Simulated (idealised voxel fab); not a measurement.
This is a process module. Its name is voxel local oxidation.
The figure presents cross-section cut, which has a width of 205 nm and is divided into square cells with an edge length of 5 nm.
In this document a cross-section is written as a grid of square cells. It is given as a series of bands, listed from the top down, and a band is one or more rows of cells. A band entry consists of two parts. The first gives the height of the band's top and the height of its bottom, in nm. The rest lists the band's materials from left to right, each with its width in nm. A single material labelled with the word "full width" fills the band from edge to edge, and the word "empty" marks empty space. Beneath 0, the wafer as received is one material, and that level is where height counting begins. The lowest band goes on downward without a bottom; it is written like "0 and below". Think of "30->40" as a width that walks from the first number to the second as you go down the band, top row to bottom row, taking equal-sized steps from row to row. Any step labelled "remains unaltered" changed none of the cells in the cross-section. Enclosed voids (no open way to top), threshold 8 cells or more, entry "Closed void register", notation width x height at distance, distance from left edge, nm. The remark found on a step's line after its settings is issued by the simulator itself and pertains to that step. What "overlay nm" on a step's line means: if the step has a mask, that mask lay this far to the right of its planned place, or, when the value is negative, to the left.

Planned process steps
step 1: RECEIVE, material Si
step 2: OXIDIZE, depth nm 5
step 3: CONFORMAL_DEP, material SiN, thk nm 10
step 4: MASKED_ETCH, tone cover, mask id ACTIVE, width nm 105, etch materials SiN, depth nm 10, overlay nm -15
step 5: SELECTIVE_ETCH, etch materials SiO2, depth nm 5
step 6: OXIDIZE, depth nm 10
step 7: STRIP, etch materials SiN
All wafers enter the flow in the same state. The overlay nm at step 4 differs from wafer to wafer, and the plan gives the value for the first wafer.

The first of several wafers in cross-section, exactly as it reached us after step 1
  0 and below  Si full width
  Closed void register: none

First wafer at the end, after step 7
  0 down to -5  40 nm empty | 95 nm SiO2 | 70 nm empty
  -5 down to -15  50 nm SiO2 | 75 nm Si | 80 nm SiO2
  -15 and below  Si full width
  Closed void register: none

X-section, last wafer, module end
  0 down to -5  70 nm empty | 95 nm SiO2 | 40 nm empty
  -5 down to -15  80 nm SiO2 | 75 nm Si | 50 nm SiO2
  -15 and below  Si full width
  Closed void register: none

End of module, by wafer: material-by-material cell gain (+) or loss (-) since receipt, then closed voids
overlay nm -15; -93 Si; +71 SiO2; Closed void register: none
overlay nm -10; -93 Si; +71 SiO2; Closed void register: none
overlay nm -5; -93 Si; +71 SiO2; Closed void register: none
overlay nm 0; -93 Si; +71 SiO2; Closed void register: none
overlay nm 5; -93 Si; +71 SiO2; Closed void register: none
overlay nm 10; -93 Si; +71 SiO2; Closed void register: none
overlay nm 15; -93 Si; +71 SiO2; Closed void register: none
